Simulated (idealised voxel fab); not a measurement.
Process module in this document: voxel self aligned vias
The figure presents cross-section cut, which has a width of 180 nm and is divided into square cells with an edge length of 5 nm.
For the purposes of this document, a cross-section shall be understood as a grid of square cells, specified as bands listed in top-to-bottom order, each band consisting of one or more rows of cells. First you get the band's top height and its bottom height, in nm, and then the materials it's made of, left to right, with each width in nm. If you see a single material with "edge to edge", that one covers the band edge to edge. "air" is empty space. Heights from 0 (as-received wafer is one material below). Bottom band endless downward, as "top 0, no bottom". The expression "30->40" gives the width at the extremes of the band, the first number at its top row of cells and the second at its bottom row, with the width changing by equal amounts from each row to the next in between. Take "remained unchanged" at face value: in the step it is given for, the cross-section changed in none of its cells. If an empty space has no open way to the top and is at least 8 cells in size, "Sealed cavities" lists it, written width x height at distance, where distance is measured from the left edge and every value is in nm. after a step's settings: what the simulator itself notes on the step. On any step carrying a mask, the "overlay nm" setting, if present on the step's line, tells how far right of its planned place the mask lay; negative values point to the left.
THIS SECTION LISTS THE PROCESS STEPS THAT WERE PLANNED
1 RECEIVE [material Si]
2 CONFORMAL_DEP [material SiO2] [thk nm 15]
3 CONFORMAL_DEP [material SiCN] [thk nm 5]
4 DIRECTIONAL_DEP [material SiO2] [thk nm 25]
5 PATTERN [tone open] [mask id LINES] [material resist] [width nm 20] [pitch nm 70] [thk nm 20] [overlay nm 0]
6 DIRECTIONAL_ETCH [etch materials SiO2] [depth nm 25]
7 STRIP [etch materials resist]
8 CONFORMAL_DEP [material TiN] [thk nm 5]
9 FILL_DEP [material Ru] [thk nm 5]
10 CMP [height nm 45]
11 SELECTIVE_ETCH [etch materials W Ru TiN] [depth nm 5]
12 FILL_DEP [material SiN] [thk nm 5]
13 CMP [height nm 45]
14 DIRECTIONAL_DEP [material SiO2] [thk nm 15]
15 PATTERN [tone open] [mask id VIAS] [material resist] [width nm 40] [pitch nm 70] [thk nm 20] [overlay nm 0]
16 DIRECTIONAL_ETCH [etch materials SiO2] [depth nm 15]
17 DIRECTIONAL_ETCH [etch materials SiN] [depth nm 5]
18 STRIP [etch materials resist]
19 CONFORMAL_DEP [material TiN] [thk nm 5]
20 FILL_DEP [material Cu] [thk nm 10]
21 CMP [height nm 60]
22 CONFORMAL_DEP [material SiN] [thk nm 5]
WAFER CROSS-SECTION ON RECEIPT, I.E. AFTER STEP 1
> top 0, no bottom = Si edge to edge
> Sealed cavities: none
FINAL WAFER PROFILE IN CROSS-SECTION AFTER THE MODULE, FROM THE SAME START AND PLAN AS ABOVE, WITH ONE MISTAKE MADE DURING PROCESSING
> top 65, bottom 60 = SiN edge to edge
> top 60, bottom 50 = 30 SiO2  5 TiN  30 Cu  5 TiN  30 SiO2  5 TiN  30 Cu  5 TiN  40 SiO2
> top 50, bottom 45 = 30 SiO2  20 TiN  10 Cu  10 TiN  30 SiO2  20 TiN  10 Cu  10 TiN  40 SiO2
> top 45, bottom 40 = 45 SiO2  20 TiN  50 SiO2  20 TiN  45 SiO2
> top 40, bottom 25 = 45 SiO2  5 TiN  10 Ru  5 TiN  50 SiO2  5 TiN  10 Ru  5 TiN  45 SiO2
> top 25, bottom 20 = 45 SiO2  20 TiN  50 SiO2  20 TiN  45 SiO2
> top 20, bottom 15 = SiCN edge to edge
> top 15, bottom 0 = SiO2 edge to edge
> top 0, no bottom = Si edge to edge
> Sealed cavities: none
Want to know what went wrong? step 15, actual vs plan mismatch, actual run PATTERN [tone open] [mask id VIAS] [material resist] [width nm 40] [pitch nm 70] [thk nm 20] [overlay nm -5]
